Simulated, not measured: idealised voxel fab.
Presented below is a process module, voxel transistor to metal.
Each square cell in cross-section cut measures 5 nm, and the section as a whole is 285 nm wide.
Reading order for cross-sections: top band down to bottom band. Underlying form: a grid of square cells. Band size: one or more rows of cells. Top, bottom (nm), then materials left to right with widths (nm); lone material tagged "edge to edge" fills the whole band edge to edge; "air" = empty space. Counting heights begins at 0, where everything beneath is, in the wafer as received, one material. The lowest band has no bottom; it goes on downwards, as "from 0 down" shows. Think of "30 to 40" as a width that walks from the first number to the second as you go down the band, top row to bottom row, taking equal-sized steps from row to row. You'll sometimes find "nothing altered" written for a step, and that's the way of saying that nowhere in the cross-section did a cell change during that step. Empty spaces without an open route to the top, at least 8 cells in extent, make up the entry "Tabulated closed voids"; each is given as width x height at distance, where the distance is measured from the left edge, and all are in nm. On a step's line, text after the settings is the simulator commenting on that step. Each step line may optionally specify "overlay nm", which for a step with a mask gives the rightward distance between the mask's planned place and where it lay, a negative value indicating the leftward direction.
# Intended process steps
1. RECEIVE, material Si
2. CONFORMAL_DEP, material SiO2, thk nm 5
3. CONFORMAL_DEP, material SiN, thk nm 10
4. PATTERN, tone cover, mask id ACTIVE, material resist, width nm 115, pitch nm 135, thk nm 20, overlay nm 0
5. DIRECTIONAL_ETCH, etch materials SiN, depth nm 10
6. DIRECTIONAL_ETCH, etch materials SiO2, depth nm 5
7. DIRECTIONAL_ETCH, etch materials Si, depth nm 20
8. STRIP, etch materials resist
9. FILL_DEP, material SiO2, thk nm 5
10. CMP, height nm 15
11. SELECTIVE_ETCH, etch materials SiO2, depth nm 10
12. STRIP, etch materials SiN
13. SELECTIVE_ETCH, etch materials SiO2, depth nm 5
14. OXIDIZE, depth nm 5
15. DIRECTIONAL_DEP, material polySi, thk nm 30
16. DIRECTIONAL_DEP, material SiCN, thk nm 15
17. PATTERN, tone cover, mask id GATE, material resist, width nm 25, pitch nm 135, thk nm 20, overlay nm 0
18. DIRECTIONAL_ETCH, etch materials SiCN, depth nm 25
19. DIRECTIONAL_ETCH, etch materials polySi, depth nm 40
20. STRIP, etch materials resist
21. CONFORMAL_DEP, material SiO2, thk nm 5
22. DIRECTIONAL_ETCH, etch materials SiO2, depth nm 5
23. CONFORMAL_DEP, material SiN, thk nm 5
24. DIRECTIONAL_ETCH, etch materials SiN, depth nm 5
25. DIRECTIONAL_ETCH, etch materials SiO2, depth nm 5
26. DIRECTIONAL_ETCH, etch materials Si, depth nm 10
27. EPI, material pSi, thk nm 15
28. FILL_DEP, material SiO2, thk nm 5
29. CMP, height nm 45
30. DIRECTIONAL_DEP, material SiO2, thk nm 10
31. PATTERN, tone open, mask id CONTACT, material resist, width nm 15, thk nm 15, overlay nm 0
32. DIRECTIONAL_ETCH, etch materials SiO2, depth nm 55
33. STRIP, etch materials resist
34. CONFORMAL_DEP, material TiN, thk nm 5
35. FILL_DEP, material W, thk nm 10
36. CMP, height nm 55
37. CONFORMAL_DEP, material SiCN, thk nm 5
38. DIRECTIONAL_DEP, material SiO2, thk nm 20
39. DIRECTIONAL_DEP, material aC, thk nm 10
40. PATTERN, tone open, mask id METAL_1, material resist, width nm 15, thk nm 30, overlay nm 0
41. DIRECTIONAL_ETCH, etch materials aC, depth nm 10
42. STRIP, etch materials resist
43. DIRECTIONAL_ETCH, etch materials SiO2, depth nm 20
44. DIRECTIONAL_ETCH, etch materials SiCN, depth nm 5
45. STRIP, etch materials aC
46. CONFORMAL_DEP, material TiN, thk nm 5
47. FILL_DEP, material Cu, thk nm 5
48. CMP, height nm 80
49. CONFORMAL_DEP, material SiCN, thk nm 5
50. DIRECTIONAL_DEP, material lowk, thk nm 35
51. PATTERN, tone open, mask id METAL_2, material resist, width nm 15, pitch nm 135, thk nm 15, overlay nm 0
52. DIRECTIONAL_ETCH, etch materials lowk, depth nm 20
53. STRIP, etch materials resist
54. MASKED_ETCH, tone open, mask id METAL_2_HOLES, width nm 15, pitch nm 135, etch materials lowk, depth nm 15, overlay nm 0
55. MASKED_ETCH, tone open, mask id METAL_2_HOLES, width nm 15, pitch nm 135, etch materials SiCN, depth nm 5, overlay nm 0
56. CONFORMAL_DEP, material TiN, thk nm 5
57. FILL_DEP, material Ru, thk nm 5
58. CMP, height nm 120
59. CONFORMAL_DEP, material SiN, thk nm 5
# Cross-section of the wafer at receipt, which is the condition after step 1
from 0 down: Si edge to edge
Tabulated closed voids: none
# Post-module cross-section: identical start and plan to those above, one misstep in execution
from 125 to 120: SiN edge to edge
from 120 to 85: 25 nm lowk, then 5 nm TiN, then 5 nm Ru, then 5 nm TiN, then 120 nm lowk, then 5 nm TiN, then 5 nm Ru, then 5 nm TiN, then 110 nm lowk
from 85 to 80: 25 nm SiCN, then 15 nm TiN, then 120 nm SiCN, then 15 nm TiN, then 110 nm SiCN
from 80 to 60: 25 nm SiO2, then 5 nm TiN, then 5 nm Cu, then 5 nm TiN, then 65 nm SiO2, then 5 nm TiN, then 5 nm Cu, then 5 nm TiN, then 40 nm SiO2, then 5 nm TiN, then 5 nm Cu, then 5 nm TiN, then 65 nm SiO2, then 5 nm TiN, then 5 nm Cu, then 5 nm TiN, then 30 nm SiO2
from 60 to 55: 25 nm SiCN, then 15 nm TiN, then 65 nm SiCN, then 15 nm TiN, then 40 nm SiCN, then 15 nm TiN, then 65 nm SiCN, then 15 nm TiN, then 30 nm SiCN
from 55 to 45: 25 nm SiO2, then 5 nm TiN, then 5 nm W, then 5 nm TiN, then 65 nm SiO2, then 5 nm TiN, then 5 nm W, then 5 nm TiN, then 40 nm SiO2, then 5 nm TiN, then 5 nm W, then 5 nm TiN, then 65 nm SiO2, then 5 nm TiN, then 5 nm W, then 5 nm TiN, then 30 nm SiO2
from 45 to 40: 25 nm SiO2, then 5 nm TiN, then 5 nm W, then 5 nm TiN, then 10 nm SiO2, then 5 nm SiN, then 5 nm SiO2, then 25 nm SiCN, then 5 nm SiO2, then 5 nm SiN, then 10 nm SiO2, then 5 nm TiN, then 5 nm W, then 5 nm TiN, then 40 nm SiO2, then 5 nm TiN, then 5 nm W, then 5 nm TiN, then 10 nm SiO2, then 5 nm SiN, then 5 nm SiO2, then 25 nm SiCN, then 5 nm SiO2, then 5 nm SiN, then 10 nm SiO2, then 5 nm TiN, then 5 nm W, then 5 nm TiN, then 30 nm SiO2
from 40 to 35: 25 nm SiO2, then 15 nm TiN, then 10 nm SiO2, then 5 nm SiN, then 5 nm SiO2, then 25 nm SiCN, then 5 nm SiO2, then 5 nm SiN, then 10 nm SiO2, then 15 nm TiN, then 40 nm SiO2, then 15 nm TiN, then 10 nm SiO2, then 5 nm SiN, then 5 nm SiO2, then 25 nm SiCN, then 5 nm SiO2, then 5 nm SiN, then 10 nm SiO2, then 15 nm TiN, then 30 nm SiO2
from 35 to 30: SiCN edge to edge
from 30 to 0: polySi edge to edge
from 0 to -5: SiO2 edge to edge
from -5 to -20: 15 nm SiO2, then 115 nm Si, then 20 nm SiO2, then 115 nm Si, then 20 nm SiO2
from -20 down: Si edge to edge
Tabulated closed voids: none
Deviation from plan: heads up, step 16 of the plan got done twice
